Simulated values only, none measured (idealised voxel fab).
Process module name: voxel plated lines
The cross-section on display is named cut; it measures 200 nm wide, and its cells are 5 nm squares.
In this document a cross-section is written as a grid of square cells. It is given as a series of bands, listed from the top down, and a band is one or more rows of cells. The band entry comprises the height of the band's top followed by the height of its bottom, expressed in nm, and subsequently the band's materials from left to right, each stated together with its width in nm. Where a single material is marked with the word "edge to edge", that material fills the band from edge to edge. The word "air" represents empty space. Height is counted from the level 0, under which the received wafer is composed throughout of one material. The lowest of the bands is not closed at the bottom but continues downward, in the notation "top 0, no bottom". You'd read "30..40" like this: the band's top row of cells is as wide as the first number, its bottom row is as wide as the second, and going down, every row changes width by the same amount as the row before did. The cross-section has no changed cell in any step marked "nothing different". Entry "Listed closed voids" = empty spaces >= 8 cells with no open way to the top; each as width x height at distance, distance from left edge, all nm. Anything after a step's settings on that line? It's the simulator's own note about the step. "overlay nm" answers the question of how far to the right of plan the mask lay on a step that has a mask, and when it is negative the answer is to the left.

Here's what the planned process steps look like
- 1: RECEIVE [material Si]
- 2: CONFORMAL_DEP [material Al2O3] [thk nm 10]
- 3: DIRECTIONAL_DEP [material TiN] [thk nm 5]
- 4: PATTERN [tone open] [mask id LINES] [material resist] [width nm 25] [pitch nm 55] [thk nm 35] [overlay nm 0]
- 5: EPI [material Ru] [thk nm 10]
- 6: EPI [material Ru] [thk nm 5]
- 7: EPI [material Ru] [thk nm 5]
- 8: STRIP [etch materials resist]
- 9: DIRECTIONAL_ETCH [etch materials TiN] [depth nm 5]
- 10: CONFORMAL_DEP [material SiN] [thk nm 10]

Cross-section of the incoming wafer, state after step 1
    top 0, no bottom = Si edge to edge
    Listed closed voids: none

First of two wafers, end-of-module section, run followed plan
    top 45, bottom 35 = air=50 | SiN=45 | air=10 | SiN=45 | air=50
    top 35, bottom 20 = air=50 | SiN=10 | Ru=25 | SiN=10 | air=10 | SiN=10 | Ru=25 | SiN=10 | air=50
    top 20, bottom 15 = SiN=60 | Ru=25 | SiN=30 | Ru=25 | SiN=60
    top 15, bottom 10 = SiN=60 | TiN=25 | SiN=30 | TiN=25 | SiN=60
    top 10, bottom 0 = Al2O3 edge to edge
    top 0, no bottom = Si edge to edge
    Listed closed voids: none

Presented here is a cross-section of the second of the two wafers as it stood at the end of the module. It was started in the same manner and assigned the same plan as the first wafer; however, one mistake was made in its execution
    top 40, bottom 30 = air=50 | SiN=45 | air=10 | SiN=45 | air=50
    top 30, bottom 15 = air=50 | SiN=10 | Ru=25 | SiN=10 | air=10 | SiN=10 | Ru=25 | SiN=10 | air=50
    top 15, bottom 10 = SiN=60 | Ru=25 | SiN=30 | Ru=25 | SiN=60
    top 10, bottom 5 = SiN=60 | TiN=25 | SiN=30 | TiN=25 | SiN=60
    top 5, bottom 0 = Al2O3 edge to edge
    top 0, no bottom = Si edge to edge
    Listed closed voids: none
What was done differently from what was planned? for step 2, the planned setting was not used; the step was instead run as CONFORMAL_DEP [material Al2O3] [thk nm 5]
In the final state, the cell counts of the second wafer exceed or fall short of those of the first for the following materials: -40 Al2O3
